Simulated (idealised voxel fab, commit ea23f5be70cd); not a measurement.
This is a process module. Its name is voxel self aligned vias.
The figure presents cross-section cut, which has a width of 235 nm and is divided into square cells with an edge length of 5 nm.
This document writes a cross-section as a grid whose cells are square, and gives it as bands, listed from the top down; one or more rows of cells form a band. For a band, the entry starts with two heights in nm, that of the top and then that of the bottom, and carries on with the band's materials in order from left to right, each alongside its width in nm; the word "all across" beside a single material means it fills the band edge to edge, and "empty" means empty space. A quick word on heights: they are counted from 0, and under that level the wafer as it came to us is one material throughout. The lowest band is different from the rest in having no bottom; it simply continues downward, written as in "z 0 and below". Top row gets the first number, bottom row gets the second, and each row in between changes by the same step: that is how a band width like "30 to 40" works. For the purposes of this document, the phrase "same as before" attached to a step denotes that no cell within the cross-section was modified by that step. The entry "Enclosed void list" lists the empty spaces that cover at least 8 cells and have no open path to the top. Each is written as width x height at distance, where the distance is measured from the left edge and all three values are in nm. That trailing text on a step's line, after the settings, is the simulator's own remark on the step. A step's line can hold "overlay nm"; with a mask on that step, the setting says how far right of the planned place the mask lay, while a negative setting says it lay to the left.
Planned process steps:
1: RECEIVE,material Si
2: CONFORMAL_DEP,material SiO2,thk nm 10
3: CONFORMAL_DEP,material SiCN,thk nm 5
4: DIRECTIONAL_DEP,material SiO2,thk nm 20
5: PATTERN,tone open,mask id LINES,material resist,width nm 30,pitch nm 70,thk nm 20,overlay nm 0
6: DIRECTIONAL_ETCH,etch materials SiO2,depth nm 20
7: STRIP,etch materials resist
8: CONFORMAL_DEP,material TiN,thk nm 5
9: FILL_DEP,material Ru,thk nm 5
10: CMP,height nm 35
11: SELECTIVE_ETCH,etch materials W Ru TiN,depth nm 10
12: FILL_DEP,material SiN,thk nm 5
13: CMP,height nm 35
14: DIRECTIONAL_DEP,material SiO2,thk nm 15
15: DIRECTIONAL_DEP,material aC,thk nm 15
16: PATTERN,tone open,mask id VIAS,material resist,width nm 50,pitch nm 70,thk nm 35,overlay nm 0
17: DIRECTIONAL_ETCH,etch materials aC,depth nm 15
18: STRIP,etch materials resist
19: DIRECTIONAL_ETCH,etch materials SiO2,depth nm 15
20: DIRECTIONAL_ETCH,etch materials SiN,depth nm 10
21: STRIP,etch materials aC
22: CONFORMAL_DEP,material TiN,thk nm 5
23: FILL_DEP,material W,thk nm 5
24: CMP,height nm 50
25: CONFORMAL_DEP,material SiCN,thk nm 5
Cross-section, incoming material, after step 1:
	z 0 and below  Si all across
	Enclosed void list: none
Wafer cross-section at end of module: start and plan as shown above, one execution error:
	z 55 to 50  SiCN all across
	z 50 to 30  SiO2 20 nm, then TiN 5 nm, then W 40 nm, then TiN 5 nm, then SiO2 20 nm, then TiN 5 nm, then W 40 nm, then TiN 5 nm, then SiO2 20 nm, then TiN 5 nm, then W 40 nm, then TiN 5 nm, then SiO2 25 nm
	z 30 to 25  SiO2 20 nm, then TiN 50 nm, then SiO2 20 nm, then TiN 50 nm, then SiO2 20 nm, then TiN 50 nm, then SiO2 25 nm
	z 25 to 20  SiO2 20 nm, then TiN 15 nm, then Ru 20 nm, then TiN 15 nm, then SiO2 20 nm, then TiN 15 nm, then Ru 20 nm, then TiN 15 nm, then SiO2 20 nm, then TiN 15 nm, then Ru 20 nm, then TiN 15 nm, then SiO2 25 nm
	z 20 to 15  SiO2 30 nm, then TiN 30 nm, then SiO2 40 nm, then TiN 30 nm, then SiO2 40 nm, then TiN 30 nm, then SiO2 35 nm
	z 15 to 10  SiCN all across
	z 10 to 0  SiO2 all across
	z 0 and below  Si all across
	Enclosed void list: none
Plan not followed: twice over, step 19 of the plan was run
